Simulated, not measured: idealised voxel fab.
The following process module bears the name voxel self aligned contacts.
Pictured: cross-section cut, 265 nm wide, on a grid of 5 nm square cells.
Heads up, the way a cross-section reads in here is a grid of square cells, handed over as bands from the top down, with every band being one or more rows of cells. Read a band's entry like this: the first values are the height of its top and the height of its bottom in nm, and what follows is the sequence of materials from left to right, each with its width in nm. Note that "empty" is empty space, and that a single material marked "all across" reaches across the band from edge to edge. Zero point of the height axis is 0; under it, received wafer = one material. Lowest band: continues down indefinitely, "0 down". A width such as "30 to 40" changes by the same amount from each row of cells to the next, from the band's top row to its bottom row. It should be understood that the words "nothing was modified", when stated for a given step, signify that the cross-section underwent no change in any of its cells during that step. Look at "Cavities, closed" for the closed voids: empty spaces with no open path to the top, sized 8 cells or up. Each is width x height at distance, distance from the left edge, all nm. On each step's line, the part that comes after the settings is the simulator's own comment on the step. "overlay nm" denotes, for a step that has a mask, the displacement of the mask to the right of its planned place, with negative values corresponding to the left. Pairs follow: section before one process step, section after it down to the lowest changed band, step with settings underneath. Pairs may come from different runs of this module on the same starting wafer; continuity with the pair above only as stated in the "Prior to processing" entry.
### Prior to processing
	0 down = Si all across
	Cavities, closed: none
### Post-Step Geometry
	0 to -5 = SiO2 all across
	Lower than -5, everything is as it was.
	Cavities, closed: none
Step, pre vs post cross-sections above: OXIDIZE [depth nm 5]
Prior to processing: after-state, pair directly above.
### Post-Step Geometry
	30 to 0 = polySi all across
	Lower than 0, everything is as it was.
	Cavities, closed: none
Step, pre vs post cross-sections above: DIRECTIONAL_DEP [material polySi] [thk nm 30]
Prior to processing: after-state, pair directly above.
### Post-Step Geometry
	45 to 30 = SiN all across
	Lower than 30, everything is as it was.
	Cavities, closed: none
Step, pre vs post cross-sections above: DIRECTIONAL_DEP [material SiN] [thk nm 15]
Prior to processing: after-state, pair directly above.
### Post-Step Geometry
	65 to 45 = empty 60 nm, resist 25 nm, empty 35 nm, resist 25 nm, empty 35 nm, resist 25 nm, empty 60 nm
	Lower than 45, everything is as it was.
	Cavities, closed: none
Step, pre vs post cross-sections above: PATTERN [tone cover] [mask id GATE] [material resist] [width nm 25] [pitch nm 60] [thk nm 20] [overlay nm 0]
Prior to processing: after-state, pair directly above.
### Post-Step Geometry
	65 to 45 = empty 60 nm, resist 25 nm, empty 35 nm, resist 25 nm, empty 35 nm, resist 25 nm, empty 60 nm
	45 to 30 = empty 60 nm, SiN 25 nm, empty 35 nm, SiN 25 nm, empty 35 nm, SiN 25 nm, empty 60 nm
	Lower than 30, everything is as it was.
	Cavities, closed: none
Step, pre vs post cross-sections above: DIRECTIONAL_ETCH [etch materials SiN] [depth nm 15]
Prior to processing: after-state, pair directly above.
### Post-Step Geometry
	65 to 45 = empty 60 nm, resist 25 nm, empty 35 nm, resist 25 nm, empty 35 nm, resist 25 nm, empty 60 nm
	45 to 30 = empty 60 nm, SiN 25 nm, empty 35 nm, SiN 25 nm, empty 35 nm, SiN 25 nm, empty 60 nm
	30 to 0 = empty 60 nm, polySi 25 nm, empty 35 nm, polySi 25 nm, empty 35 nm, polySi 25 nm, empty 60 nm
	Lower than 0, everything is as it was.
	Cavities, closed: none
Step, pre vs post cross-sections above: DIRECTIONAL_ETCH [etch materials polySi] [depth nm 30]
Prior to processing: after-state, pair directly above.
### Post-Step Geometry
	45 to 30 = empty 60 nm, SiN 25 nm, empty 35 nm, SiN 25 nm, empty 35 nm, SiN 25 nm, empty 60 nm
	Lower than 30, everything is as it was.
	Cavities, closed: none
Step, pre vs post cross-sections above: STRIP [etch materials resist]
Prior to processing: after-state, pair directly above.
### Post-Step Geometry
	50 to 30 = empty 55 nm, SiN 35 nm, empty 25 nm, SiN 35 nm, empty 25 nm, SiN 35 nm, empty 55 nm
	30 to 5 = empty 55 nm, SiN 5 nm, polySi 25 nm, SiN 5 nm, empty 25 nm, SiN 5 nm, polySi 25 nm, SiN 5 nm, empty 25 nm, SiN 5 nm, polySi 25 nm, SiN 5 nm, empty 55 nm
	5 to 0 = SiN 60 nm, polySi 25 nm, SiN 35 nm, polySi 25 nm, SiN 35 nm, polySi 25 nm, SiN 60 nm
	Lower than 0, everything is as it was.
	Cavities, closed: none
Step, pre vs post cross-sections above: CONFORMAL_DEP [material SiN] [thk nm 5]
Prior to processing: after-state, pair directly above.
### Post-Step Geometry
	45 to 30 = empty 55 nm, SiN 35 nm, empty 25 nm, SiN 35 nm, empty 25 nm, SiN 35 nm, empty 55 nm
	30 to 0 = empty 55 nm, SiN 5 nm, polySi 25 nm, SiN 5 nm, empty 25 nm, SiN 5 nm, polySi 25 nm, SiN 5 nm, empty 25 nm, SiN 5 nm, polySi 25 nm, SiN 5 nm, empty 55 nm
	Lower than 0, everything is as it was.
	Cavities, closed: none
Step, pre vs post cross-sections above: DIRECTIONAL_ETCH [etch materials SiN] [depth nm 5]
Prior to processing: after-state, pair directly above.
### Post-Step Geometry
	60 to 45 = SiO2 all across
	45 to 30 = SiO2 55 nm, SiN 35 nm, SiO2 25 nm, SiN 35 nm, SiO2 25 nm, SiN 35 nm, SiO2 55 nm
	30 to 0 = SiO2 55 nm, SiN 5 nm, polySi 25 nm, SiN 5 nm, SiO2 25 nm, SiN 5 nm, polySi 25 nm, SiN 5 nm, SiO2 25 nm, SiN 5 nm, polySi 25 nm, SiN 5 nm, SiO2 55 nm
	Lower than 0, everything is as it was.
	Cavities, closed: none
Step, pre vs post cross-sections above: FILL_DEP [material SiO2] [thk nm 15]
Prior to processing: after-state, pair directly above.
### Post-Step Geometry
	55 to 45 = SiO2 all across
	Lower than 45, everything is as it was.
	Cavities, closed: none
Step, pre vs post cross-sections above: CMP [height nm 55]
Prior to processing: after-state, pair directly above.
### Post-Step Geometry
	55 to 45 = SiO2 80 nm, empty 45 nm, SiO2 15 nm, empty 45 nm, SiO2 80 nm
	45 to 30 = SiO2 55 nm, SiN 35 nm, empty 25 nm, SiN 35 nm, empty 25 nm, SiN 35 nm, SiO2 55 nm
	30 to 0 = SiO2 55 nm, SiN 5 nm, polySi 25 nm, SiN 5 nm, empty 25 nm, SiN 5 nm, polySi 25 nm, SiN 5 nm, empty 25 nm, SiN 5 nm, polySi 25 nm, SiN 5 nm, SiO2 55 nm
	0 to -5 = SiO2 90 nm, empty 25 nm, SiO2 35 nm, empty 25 nm, SiO2 90 nm
	Lower than -5, everything is as it was.
	Cavities, closed: none
Step, pre vs post cross-sections above: MASKED_ETCH [tone open] [mask id CONTACT] [width nm 45] [pitch nm 60] [etch materials SiO2] [depth nm 60] [overlay nm 0]
Prior to processing: after-state, pair directly above.
### Post-Step Geometry
	60 to 55 = TiN 85 nm, empty 35 nm, TiN 25 nm, empty 35 nm, TiN 85 nm
	55 to 45 = SiO2 80 nm, TiN 5 to 15 nm, empty 35 to 15 nm, TiN 5 to 15 nm, SiO2 15 nm, TiN 5 to 15 nm, empty 35 to 15 nm, TiN 5 to 15 nm, SiO2 80 nm
	45 to 30 = SiO2 55 nm, SiN 35 nm, TiN 5 nm, empty 15 nm, TiN 5 nm, SiN 35 nm, TiN 5 nm, empty 15 nm, TiN 5 nm, SiN 35 nm, SiO2 55 nm
	30 to 0 = SiO2 55 nm, SiN 5 nm, polySi 25 nm, SiN 5 nm, TiN 5 nm, empty 15 nm, TiN 5 nm, SiN 5 nm, polySi 25 nm, SiN 5 nm, TiN 5 nm, empty 15 nm, TiN 5 nm, SiN 5 nm, polySi 25 nm, SiN 5 nm, SiO2 55 nm
	0 to -5 = SiO2 90 nm, TiN 25 nm, SiO2 35 nm, TiN 25 nm, SiO2 90 nm
	Lower than -5, everything is as it was.
	Cavities, closed: none
Step, pre vs post cross-sections above: CONFORMAL_DEP [material TiN] [thk nm 5]
Prior to processing: after-state, pair directly above.
### Post-Step Geometry
	65 to 60 = Ru all across
	60 to 55 = TiN 85 nm, Ru 35 nm, TiN 25 nm, Ru 35 nm, TiN 85 nm
	55 to 45 = SiO2 80 nm, TiN 5 to 15 nm, Ru 35 to 15 nm, TiN 5 to 15 nm, SiO2 15 nm, TiN 5 to 15 nm, Ru 35 to 15 nm, TiN 5 to 15 nm, SiO2 80 nm
	45 to 30 = SiO2 55 nm, SiN 35 nm, TiN 5 nm, Ru 15 nm, TiN 5 nm, SiN 35 nm, TiN 5 nm, Ru 15 nm, TiN 5 nm, SiN 35 nm, SiO2 55 nm
	30 to 0 = SiO2 55 nm, SiN 5 nm, polySi 25 nm, SiN 5 nm, TiN 5 nm, Ru 15 nm, TiN 5 nm, SiN 5 nm, polySi 25 nm, SiN 5 nm, TiN 5 nm, Ru 15 nm, TiN 5 nm, SiN 5 nm, polySi 25 nm, SiN 5 nm, SiO2 55 nm
	Lower than 0, everything is as it was.
	Cavities, closed: none
Step, pre vs post cross-sections above: FILL_DEP [material Ru] [thk nm 5]
Prior to processing: after-state, pair directly above.
### Post-Step Geometry
	55 to 45 = SiO2 80 nm, TiN 5 to 15 nm, Ru 35 to 15 nm, TiN 5 to 15 nm, SiO2 15 nm, TiN 5 to 15 nm, Ru 35 to 15 nm, TiN 5 to 15 nm, SiO2 80 nm
	Lower than 45, everything is as it was.
	Cavities, closed: none
Step, pre vs post cross-sections above: CMP [height nm 55]
Prior to processing: after-state, pair directly above.
### Post-Step Geometry
	60 to 55 = SiCN all across
	Lower than 55, everything is as it was.
	Cavities, closed: none
Step, pre vs post cross-sections above: CONFORMAL_DEP [material SiCN] [thk nm 5]
### Prior to processing
	0 down = Si all across
	Cavities, closed: none
### Post-Step Geometry
	30 to 0 = polySi all across
	Lower than 0, everything is as it was.
	Cavities, closed: none
Step, pre vs post cross-sections above: DIRECTIONAL_DEP [material polySi] [thk nm 30]
Prior to processing: after-state, pair directly above.
### Post-Step Geometry
	45 to 30 = SiN all across
	Lower than 30, everything is as it was.
	Cavities, closed: none
Step, pre vs post cross-sections above: DIRECTIONAL_DEP [material SiN] [thk nm 15]
Prior to processing: after-state, pair directly above.
### Post-Step Geometry
	65 to 45 = empty 60 nm, resist 25 nm, empty 35 nm, resist 25 nm, empty 35 nm, resist 25 nm, empty 60 nm
	Lower than 45, everything is as it was.
	Cavities, closed: none
Step, pre vs post cross-sections above: PATTERN [tone cover] [mask id GATE] [material resist] [width nm 25] [pitch nm 60] [thk nm 20] [overlay nm 0]
Prior to processing: after-state, pair directly above.
### Post-Step Geometry
	65 to 45 = empty 60 nm, resist 25 nm, empty 35 nm, resist 25 nm, empty 35 nm, resist 25 nm, empty 60 nm
	45 to 30 = empty 60 nm, SiN 25 nm, empty 35 nm, SiN 25 nm, empty 35 nm, SiN 25 nm, empty 60 nm
	Lower than 30, everything is as it was.
	Cavities, closed: none
Step, pre vs post cross-sections above: DIRECTIONAL_ETCH [etch materials SiN] [depth nm 15]
Prior to processing: after-state, pair directly above.
### Post-Step Geometry
	65 to 45 = empty 60 nm, resist 25 nm, empty 35 nm, resist 25 nm, empty 35 nm, resist 25 nm, empty 60 nm
	45 to 30 = empty 60 nm, SiN 25 nm, empty 35 nm, SiN 25 nm, empty 35 nm, SiN 25 nm, empty 60 nm
	30 to 0 = empty 60 nm, polySi 25 nm, empty 35 nm, polySi 25 nm, empty 35 nm, polySi 25 nm, empty 60 nm
	Lower than 0, everything is as it was.
	Cavities, closed: none
Step, pre vs post cross-sections above: DIRECTIONAL_ETCH [etch materials polySi] [depth nm 30]
Prior to processing: after-state, pair directly above.
### Post-Step Geometry
	45 to 30 = empty 60 nm, SiN 25 nm, empty 35 nm, SiN 25 nm, empty 35 nm, SiN 25 nm, empty 60 nm
	Lower than 30, everything is as it was.
	Cavities, closed: none
Step, pre vs post cross-sections above: STRIP [etch materials resist]
Prior to processing: after-state, pair directly above.
### Post-Step Geometry
	50 to 30 = empty 55 nm, SiN 35 nm, empty 25 nm, SiN 35 nm, empty 25 nm, SiN 35 nm, empty 55 nm
	30 to 5 = empty 55 nm, SiN 5 nm, polySi 25 nm, SiN 5 nm, empty 25 nm, SiN 5 nm, polySi 25 nm, SiN 5 nm, empty 25 nm, SiN 5 nm, polySi 25 nm, SiN 5 nm, empty 55 nm
	5 to 0 = SiN 60 nm, polySi 25 nm, SiN 35 nm, polySi 25 nm, SiN 35 nm, polySi 25 nm, SiN 60 nm
	Lower than 0, everything is as it was.
	Cavities, closed: none
Step, pre vs post cross-sections above: CONFORMAL_DEP [material SiN] [thk nm 5]
Prior to processing: after-state, pair directly above.
### Post-Step Geometry
	45 to 30 = empty 55 nm, SiN 35 nm, empty 25 nm, SiN 35 nm, empty 25 nm, SiN 35 nm, empty 55 nm
	30 to 0 = empty 55 nm, SiN 5 nm, polySi 25 nm, SiN 5 nm, empty 25 nm, SiN 5 nm, polySi 25 nm, SiN 5 nm, empty 25 nm, SiN 5 nm, polySi 25 nm, SiN 5 nm, empty 55 nm
	Lower than 0, everything is as it was.
	Cavities, closed: none
Step, pre vs post cross-sections above: DIRECTIONAL_ETCH [etch materials SiN] [depth nm 5]
Prior to processing: after-state, pair directly above.
### Post-Step Geometry
	60 to 45 = SiO2 all across
	45 to 30 = SiO2 55 nm, SiN 35 nm, SiO2 25 nm, SiN 35 nm, SiO2 25 nm, SiN 35 nm, SiO2 55 nm
	30 to 0 = SiO2 55 nm, SiN 5 nm, polySi 25 nm, SiN 5 nm, SiO2 25 nm, SiN 5 nm, polySi 25 nm, SiN 5 nm, SiO2 25 nm, SiN 5 nm, polySi 25 nm, SiN 5 nm, SiO2 55 nm
	Lower than 0, everything is as it was.
	Cavities, closed: none
Step, pre vs post cross-sections above: FILL_DEP [material SiO2] [thk nm 15]
Prior to processing: after-state, pair directly above.
### Post-Step Geometry
	55 to 45 = SiO2 all across
	Lower than 45, everything is as it was.
	Cavities, closed: none
Step, pre vs post cross-sections above: CMP [height nm 55]
Prior to processing: after-state, pair directly above.
### Post-Step Geometry
	55 to 45 = SiO2 80 nm, empty 45 nm, SiO2 15 nm, empty 45 nm, SiO2 80 nm
	45 to 30 = SiO2 55 nm, SiN 35 nm, empty 25 nm, SiN 35 nm, empty 25 nm, SiN 35 nm, SiO2 55 nm
	30 to 0 = SiO2 55 nm, SiN 5 nm, polySi 25 nm, SiN 5 nm, empty 25 nm, SiN 5 nm, polySi 25 nm, SiN 5 nm, empty 25 nm, SiN 5 nm, polySi 25 nm, SiN 5 nm, SiO2 55 nm
	Lower than 0, everything is as it was.
	Cavities, closed: none
Step, pre vs post cross-sections above: MASKED_ETCH [tone open] [mask id CONTACT] [width nm 45] [pitch nm 60] [etch materials SiO2] [depth nm 60] [overlay nm 0]
Prior to processing: after-state, pair directly above.
### Post-Step Geometry
	60 to 55 = TiN 85 nm, empty 35 nm, TiN 25 nm, empty 35 nm, TiN 85 nm
	55 to 45 = SiO2 80 nm, TiN 5 to 15 nm, empty 35 to 15 nm, TiN 5 to 15 nm, SiO2 15 nm, TiN 5 to 15 nm, empty 35 to 15 nm, TiN 5 to 15 nm, SiO2 80 nm
	45 to 30 = SiO2 55 nm, SiN 35 nm, TiN 5 nm, empty 15 nm, TiN 5 nm, SiN 35 nm, TiN 5 nm, empty 15 nm, TiN 5 nm, SiN 35 nm, SiO2 55 nm
	30 to 5 = SiO2 55 nm, SiN 5 nm, polySi 25 nm, SiN 5 nm, TiN 5 nm, empty 15 nm, TiN 5 nm, SiN 5 nm, polySi 25 nm, SiN 5 nm, TiN 5 nm, empty 15 nm, TiN 5 nm, SiN 5 nm, polySi 25 nm, SiN 5 nm, SiO2 55 nm
	5 to 0 = SiO2 55 nm, SiN 5 nm, polySi 25 nm, SiN 5 nm, TiN 25 nm, SiN 5 nm, polySi 25 nm, SiN 5 nm, TiN 25 nm, SiN 5 nm, polySi 25 nm, SiN 5 nm, SiO2 55 nm
	Lower than 0, everything is as it was.
	Cavities, closed: none
Step, pre vs post cross-sections above: CONFORMAL_DEP [material TiN] [thk nm 5]
Prior to processing: after-state, pair directly above.
### Post-Step Geometry
	65 to 60 = Ru all across
	60 to 55 = TiN 85 nm, Ru 35 nm, TiN 25 nm, Ru 35 nm, TiN 85 nm
	55 to 45 = SiO2 80 nm, TiN 5 to 15 nm, Ru 35 to 15 nm, TiN 5 to 15 nm, SiO2 15 nm, TiN 5 to 15 nm, Ru 35 to 15 nm, TiN 5 to 15 nm, SiO2 80 nm
	45 to 30 = SiO2 55 nm, SiN 35 nm, TiN 5 nm, Ru 15 nm, TiN 5 nm, SiN 35 nm, TiN 5 nm, Ru 15 nm, TiN 5 nm, SiN 35 nm, SiO2 55 nm
	30 to 5 = SiO2 55 nm, SiN 5 nm, polySi 25 nm, SiN 5 nm, TiN 5 nm, Ru 15 nm, TiN 5 nm, SiN 5 nm, polySi 25 nm, SiN 5 nm, TiN 5 nm, Ru 15 nm, TiN 5 nm, SiN 5 nm, polySi 25 nm, SiN 5 nm, SiO2 55 nm
	Lower than 5, everything is as it was.
	Cavities, closed: none
Step, pre vs post cross-sections above: FILL_DEP [material Ru] [thk nm 5]
Prior to processing: after-state, pair directly above.
### Post-Step Geometry
	55 to 45 = SiO2 80 nm, TiN 5 to 15 nm, Ru 35 to 15 nm, TiN 5 to 15 nm, SiO2 15 nm, TiN 5 to 15 nm, Ru 35 to 15 nm, TiN 5 to 15 nm, SiO2 80 nm
	Lower than 45, everything is as it was.
	Cavities, closed: none
Step, pre vs post cross-sections above: CMP [height nm 55]
Prior to processing: after-state, pair directly above.
### Post-Step Geometry
	60 to 55 = SiCN all across
	Lower than 55, everything is as it was.
	Cavities, closed: none
Step, pre vs post cross-sections above: CONFORMAL_DEP [material SiCN] [thk nm 5]
### Prior to processing
	45 to 30 = SiN all across
	30 to 0 = polySi all across
	0 to -5 = SiO2 all across
	-5 down = Si all across
	Cavities, closed: none
### Post-Step Geometry
	60 to 30 = SiN all across
	Lower than 30, everything is as it was.
	Cavities, closed: none
Step, pre vs post cross-sections above: DIRECTIONAL_DEP [material SiN] [thk nm 15]
Prior to processing: after-state, pair directly above.
### Post-Step Geometry
	80 to 60 = empty 60 nm, resist 25 nm, empty 35 nm, resist 25 nm, empty 35 nm, resist 25 nm, empty 60 nm
	Lower than 60, everything is as it was.
	Cavities, closed: none
Step, pre vs post cross-sections above: PATTERN [tone cover] [mask id GATE] [material resist] [width nm 25] [pitch nm 60] [thk nm 20] [overlay nm 0]
Prior to processing: after-state, pair directly above.
### Post-Step Geometry
	80 to 60 = empty 60 nm, resist 25 nm, empty 35 nm, resist 25 nm, empty 35 nm, resist 25 nm, empty 60 nm
	60 to 45 = empty 60 nm, SiN 25 nm, empty 35 nm, SiN 25 nm, empty 35 nm, SiN 25 nm, empty 60 nm
	Lower than 45, everything is as it was.
	Cavities, closed: none
Step, pre vs post cross-sections above: DIRECTIONAL_ETCH [etch materials SiN] [depth nm 15]
Prior to processing: after-state, pair directly above.
### Post-Step Geometry
	60 to 45 = empty 60 nm, SiN 25 nm, empty 35 nm, SiN 25 nm, empty 35 nm, SiN 25 nm, empty 60 nm
	Lower than 45, everything is as it was.
	Cavities, closed: none
Step, pre vs post cross-sections above: STRIP [etch materials resist]
Prior to processing: after-state, pair directly above.
### Post-Step Geometry
	65 to 50 = empty 55 nm, SiN 35 nm, empty 25 nm, SiN 35 nm, empty 25 nm, SiN 35 nm, empty 55 nm
	50 to 30 = SiN all across
	Lower than 30, everything is as it was.
	Cavities, closed: none
Step, pre vs post cross-sections above: CONFORMAL_DEP [material SiN] [thk nm 5]
Prior to processing: after-state, pair directly above.
### Post-Step Geometry
	60 to 45 = empty 55 nm, SiN 35 nm, empty 25 nm, SiN 35 nm, empty 25 nm, SiN 35 nm, empty 55 nm
	Lower than 45, everything is as it was.
	Cavities, closed: none
Step, pre vs post cross-sections above: DIRECTIONAL_ETCH [etch materials SiN] [depth nm 5]
Prior to processing: after-state, pair directly above.
### Post-Step Geometry
	75 to 60 = SiO2 all across
	60 to 45 = SiO2 55 nm, SiN 35 nm, SiO2 25 nm, SiN 35 nm, SiO2 25 nm, SiN 35 nm, SiO2 55 nm
	Lower than 45, everything is as it was.
	Cavities, closed: none
Step, pre vs post cross-sections above: FILL_DEP [material SiO2] [thk nm 15]
Prior to processing: after-state, pair directly above.
### Post-Step Geometry
	55 to 45 = SiO2 55 nm, SiN 35 nm, SiO2 25 nm, SiN 35 nm, SiO2 25 nm, SiN 35 nm, SiO2 55 nm
	Lower than 45, everything is as it was.
	Cavities, closed: none
Step, pre vs post cross-sections above: CMP [height nm 55]
Prior to processing: after-state, pair directly above.
### Post-Step Geometry
	55 to 45 = SiO2 55 nm, SiN 35 nm, empty 25 nm, SiN 35 nm, empty 25 nm, SiN 35 nm, SiO2 55 nm
	Lower than 45, everything is as it was.
	Cavities, closed: none
Step, pre vs post cross-sections above: MASKED_ETCH [tone open] [mask id CONTACT] [width nm 45] [pitch nm 60] [etch materials SiO2] [depth nm 60] [overlay nm 0]
Prior to processing: after-state, pair directly above.
### Post-Step Geometry
	60 to 55 = TiN 95 nm, empty 15 nm, TiN 45 nm, empty 15 nm, TiN 95 nm
	55 to 50 = SiO2 55 nm, SiN 35 nm, TiN 5 nm, empty 15 nm, TiN 5 nm, SiN 35 nm, TiN 5 nm, empty 15 nm, TiN 5 nm, SiN 35 nm, SiO2 55 nm
	50 to 45 = SiO2 55 nm, SiN 35 nm, TiN 25 nm, SiN 35 nm, TiN 25 nm, SiN 35 nm, SiO2 55 nm
	Lower than 45, everything is as it was.
	Cavities, closed: none
Step, pre vs post cross-sections above: CONFORMAL_DEP [material TiN] [thk nm 5]
Prior to processing: after-state, pair directly above.
### Post-Step Geometry
	65 to 60 = Ru all across
	60 to 55 = TiN 95 nm, Ru 15 nm, TiN 45 nm, Ru 15 nm, TiN 95 nm
	55 to 50 = SiO2 55 nm, SiN 35 nm, TiN 5 nm, Ru 15 nm, TiN 5 nm, SiN 35 nm, TiN 5 nm, Ru 15 nm, TiN 5 nm, SiN 35 nm, SiO2 55 nm
	Lower than 50, everything is as it was.
	Cavities, closed: none
Step, pre vs post cross-sections above: FILL_DEP [material Ru] [thk nm 5]
Prior to processing: after-state, pair directly above.
### Post-Step Geometry
	55 to 50 = SiO2 55 nm, SiN 35 nm, TiN 5 nm, Ru 15 nm, TiN 5 nm, SiN 35 nm, TiN 5 nm, Ru 15 nm, TiN 5 nm, SiN 35 nm, SiO2 55 nm
	Lower than 50, everything is as it was.
	Cavities, closed: none
Step, pre vs post cross-sections above: CMP [height nm 55]
Prior to processing: after-state, pair directly above.
### Post-Step Geometry
	60 to 55 = SiCN all across
	Lower than 55, everything is as it was.
	Cavities, closed: none
Step, pre vs post cross-sections above: CONFORMAL_DEP [material SiCN] [thk nm 5]
### Prior to processing
	0 to -5 = SiO2 all across
	-5 down = Si all across
	Cavities, closed: none
### Post-Step Geometry
	15 to 0 = SiN all across
	Lower than 0, everything is as it was.
	Cavities, closed: none
Step, pre vs post cross-sections above: DIRECTIONAL_DEP [material SiN] [thk nm 15]
Prior to processing: after-state, pair directly above.
### Post-Step Geometry
	45 to 15 = polySi all across
	Lower than 15, everything is as it was.
	Cavities, closed: none
Step, pre vs post cross-sections above: DIRECTIONAL_DEP [material polySi] [thk nm 30]
Prior to processing: after-state, pair directly above.
### Post-Step Geometry
	65 to 45 = empty 60 nm, resist 25 nm, empty 35 nm, resist 25 nm, empty 35 nm, resist 25 nm, empty 60 nm
	Lower than 45, everything is as it was.
	Cavities, closed: none
Step, pre vs post cross-sections above: PATTERN [tone cover] [mask id GATE] [material resist] [width nm 25] [pitch nm 60] [thk nm 20] [overlay nm 0]
Prior to processing: after-state, pair directly above.
### Post-Step Geometry
	65 to 45 = empty 60 nm, resist 25 nm, empty 35 nm, resist 25 nm, empty 35 nm, resist 25 nm, empty 60 nm
	45 to 15 = empty 60 nm, polySi 25 nm, empty 35 nm, polySi 25 nm, empty 35 nm, polySi 25 nm, empty 60 nm
	Lower than 15, everything is as it was.
	Cavities, closed: none
Step, pre vs post cross-sections above: DIRECTIONAL_ETCH [etch materials polySi] [depth nm 30]
Prior to processing: after-state, pair directly above.
### Post-Step Geometry
	45 to 15 = empty 60 nm, polySi 25 nm, empty 35 nm, polySi 25 nm, empty 35 nm, polySi 25 nm, empty 60 nm
	Lower than 15, everything is as it was.
	Cavities, closed: none
Step, pre vs post cross-sections above: STRIP [etch materials resist]
Prior to processing: after-state, pair directly above.
### Post-Step Geometry
	50 to 45 = empty 55 nm, SiN 35 nm, empty 25 nm, SiN 35 nm, empty 25 nm, SiN 35 nm, empty 55 nm
	45 to 20 = empty 55 nm, SiN 5 nm, polySi 25 nm, SiN 5 nm, empty 25 nm, SiN 5 nm, polySi 25 nm, SiN 5 nm, empty 25 nm, SiN 5 nm, polySi 25 nm, SiN 5 nm, empty 55 nm
	20 to 15 = SiN 60 nm, polySi 25 nm, SiN 35 nm, polySi 25 nm, SiN 35 nm, polySi 25 nm, SiN 60 nm
	Lower than 15, everything is as it was.
	Cavities, closed: none
Step, pre vs post cross-sections above: CONFORMAL_DEP [material SiN] [thk nm 5]
Prior to processing: after-state, pair directly above.
### Post-Step Geometry
	45 to 15 = empty 55 nm, SiN 5 nm, polySi 25 nm, SiN 5 nm, empty 25 nm, SiN 5 nm, polySi 25 nm, SiN 5 nm, empty 25 nm, SiN 5 nm, polySi 25 nm, SiN 5 nm, empty 55 nm
	Lower than 15, everything is as it was.
	Cavities, closed: none
Step, pre vs post cross-sections above: DIRECTIONAL_ETCH [etch materials SiN] [depth nm 5]
Prior to processing: after-state, pair directly above.
### Post-Step Geometry
	60 to 45 = SiO2 all across
	45 to 15 = SiO2 55 nm, SiN 5 nm, polySi 25 nm, SiN 5 nm, SiO2 25 nm, SiN 5 nm, polySi 25 nm, SiN 5 nm, SiO2 25 nm, SiN 5 nm, polySi 25 nm, SiN 5 nm, SiO2 55 nm
	Lower than 15, everything is as it was.
	Cavities, closed: none
Step, pre vs post cross-sections above: FILL_DEP [material SiO2] [thk nm 15]
Prior to processing: after-state, pair directly above.
### Post-Step Geometry
	55 to 45 = SiO2 all across
	Lower than 45, everything is as it was.
	Cavities, closed: none
Step, pre vs post cross-sections above: CMP [height nm 55]
Prior to processing: after-state, pair directly above.
### Post-Step Geometry
	55 to 45 = SiO2 80 nm, empty 45 nm, SiO2 15 nm, empty 45 nm, SiO2 80 nm
	45 to 15 = SiO2 55 nm, SiN 5 nm, polySi 25 nm, SiN 5 nm, empty 25 nm, SiN 5 nm, polySi 25 nm, SiN 5 nm, empty 25 nm, SiN 5 nm, polySi 25 nm, SiN 5 nm, SiO2 55 nm
	Lower than 15, everything is as it was.
	Cavities, closed: none
Step, pre vs post cross-sections above: MASKED_ETCH [tone open] [mask id CONTACT] [width nm 45] [pitch nm 60] [etch materials SiO2] [depth nm 60] [overlay nm 0]
Prior to processing: after-state, pair directly above.
### Post-Step Geometry
	60 to 55 = TiN 85 nm, empty 35 nm, TiN 25 nm, empty 35 nm, TiN 85 nm
	55 to 45 = SiO2 80 nm, TiN 5 to 15 nm, empty 35 to 15 nm, TiN 5 to 15 nm, SiO2 15 nm, TiN 5 to 15 nm, empty 35 to 15 nm, TiN 5 to 15 nm, SiO2 80 nm
	45 to 20 = SiO2 55 nm, SiN 5 nm, polySi 25 nm, SiN 5 nm, TiN 5 nm, empty 15 nm, TiN 5 nm, SiN 5 nm, polySi 25 nm, SiN 5 nm, TiN 5 nm, empty 15 nm, TiN 5 nm, SiN 5 nm, polySi 25 nm, SiN 5 nm, SiO2 55 nm
	20 to 15 = SiO2 55 nm, SiN 5 nm, polySi 25 nm, SiN 5 nm, TiN 25 nm, SiN 5 nm, polySi 25 nm, SiN 5 nm, TiN 25 nm, SiN 5 nm, polySi 25 nm, SiN 5 nm, SiO2 55 nm
	Lower than 15, everything is as it was.
	Cavities, closed: none
Step, pre vs post cross-sections above: CONFORMAL_DEP [material TiN] [thk nm 5]
Prior to processing: after-state, pair directly above.
### Post-Step Geometry
	65 to 60 = Ru all across
	60 to 55 = TiN 85 nm, Ru 35 nm, TiN 25 nm, Ru 35 nm, TiN 85 nm
	55 to 45 = SiO2 80 nm, TiN 5 to 15 nm, Ru 35 to 15 nm, TiN 5 to 15 nm, SiO2 15 nm, TiN 5 to 15 nm, Ru 35 to 15 nm, TiN 5 to 15 nm, SiO2 80 nm
	45 to 20 = SiO2 55 nm, SiN 5 nm, polySi 25 nm, SiN 5 nm, TiN 5 nm, Ru 15 nm, TiN 5 nm, SiN 5 nm, polySi 25 nm, SiN 5 nm, TiN 5 nm, Ru 15 nm, TiN 5 nm, SiN 5 nm, polySi 25 nm, SiN 5 nm, SiO2 55 nm
	Lower than 20, everything is as it was.
	Cavities, closed: none
Step, pre vs post cross-sections above: FILL_DEP [material Ru] [thk nm 5]
Prior to processing: after-state, pair directly above.
### Post-Step Geometry
	55 to 45 = SiO2 80 nm, TiN 5 to 15 nm, Ru 35 to 15 nm, TiN 5 to 15 nm, SiO2 15 nm, TiN 5 to 15 nm, Ru 35 to 15 nm, TiN 5 to 15 nm, SiO2 80 nm
	Lower than 45, everything is as it was.
	Cavities, closed: none
Step, pre vs post cross-sections above: CMP [height nm 55]
Prior to processing: after-state, pair directly above.
### Post-Step Geometry
	60 to 55 = SiCN all across
	Lower than 55, everything is as it was.
	Cavities, closed: none
Step, pre vs post cross-sections above: CONFORMAL_DEP [material SiCN] [thk nm 5]
### Prior to processing
	65 to 45 = empty 60 nm, resist 25 nm, empty 35 nm, resist 25 nm, empty 35 nm, resist 25 nm, empty 60 nm
	45 to 30 = empty 60 nm, SiN 25 nm, empty 35 nm, SiN 25 nm, empty 35 nm, SiN 25 nm, empty 60 nm
	30 to 0 = polySi all across
	0 to -5 = SiO2 all across
	-5 down = Si all across
	Cavities, closed: none
### Post-Step Geometry
	65 to 45 = empty 60 nm, resist 25 nm, empty 35 nm, resist 25 nm, empty 35 nm, resist 25 nm, empty 60 nm
	45 to 30 = empty 60 nm, SiN 25 nm, empty 35 nm, SiN 25 nm, empty 35 nm, SiN 25 nm, empty 60 nm
	30 to 10 = empty 60 nm, polySi 25 nm, empty 35 nm, polySi 25 nm, empty 35 nm, polySi 25 nm, empty 60 nm
	Lower than 10, everything is as it was.
	Cavities, closed: none
Step, pre vs post cross-sections above: DIRECTIONAL_ETCH [etch materials polySi] [depth nm 20]
